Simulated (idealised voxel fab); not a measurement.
Process module under the name voxel double patterning
Square cells of 5 nm make up the cross-section cut, whose width is 250 nm.
A cross-section is a grid of square cells, given in bands from the top down. A band is one or more rows of cells.
In this notation a band is specified by the heights of its top and bottom, in that order and in nm, after which its materials appear from left to right, each paired with its width in nm. The word "everywhere" attached to a single material means that material fills the band from edge to edge; the word "blank" stands for empty space.
Heights are reckoned from 0. Under this level, the received wafer is all of one material. The bottommost band is open-ended downward, for example "0 nm and below".
Read "30 to 40" as a graded width: first number on top, second number at the bottom, same change between each pair of neighbouring rows.
"remains unaltered" for a step: no cell of the cross-section changed in that step.
"Catalogued sealed voids" lists enclosed empty spaces (at least 8 cells, no open path upward to the top), each as width x height at distance from the left edge, in nm.
Where a step's line continues beyond its settings, the continuation is a remark by the simulator itself on that step.
"overlay nm", when on a step's line for a step with a mask, measures how far to the right of its planned place the mask lay; a negative measure means to the left.
# Below is the list of planned process steps
1: RECEIVE: material Si
2: CONFORMAL_DEP: material SiO2, thk nm 10
3: DIRECTIONAL_DEP: material polySi, thk nm 20
4: DIRECTIONAL_DEP: material SiN, thk nm 5
5: MASKED_ETCH: tone open, mask id FIRST, width nm 15, pitch nm 50, etch materials SiN, depth nm 5, overlay nm 0
6: MASKED_ETCH: tone open, mask id SECOND, width nm 15, pitch nm 50, etch materials SiN, depth nm 5, overlay nm 0
7: DIRECTIONAL_ETCH: etch materials polySi, depth nm 20
8: STRIP: etch materials SiN
# This is the cross-section of the wafer as we received it, i.e. after step 1
- 0 nm and below = Si everywhere
- Catalogued sealed voids: none
# Cross-section: first of two wafers, module finished, run according to plan
- 30 nm to 10 nm = polySi 65 nm | blank 15 nm | polySi 10 nm | blank 15 nm | polySi 10 nm | blank 15 nm | polySi 10 nm | blank 15 nm | polySi 10 nm | blank 15 nm | polySi 70 nm
- 10 nm to 0 nm = SiO2 everywhere
- 0 nm and below = Si everywhere
- Catalogued sealed voids: none
# So this is wafer number two of the two, cut at the end of the module - it started where the first did and had the same plan, we just got one thing wrong running it
- 50 nm to 30 nm = polySi 65 nm | blank 15 nm | polySi 10 nm | blank 15 nm | polySi 10 nm | blank 15 nm | polySi 10 nm | blank 15 nm | polySi 10 nm | blank 15 nm | polySi 70 nm
- 30 nm to 10 nm = polySi everywhere
- 10 nm to 0 nm = SiO2 everywhere
- 0 nm and below = Si everywhere
- Catalogued sealed voids: none
Finding, execution versus plan: step 3 in the plan was executed twice
In the final state, the cell counts of the second wafer exceed or fall short of those of the first for the following materials: 200 more of polySi
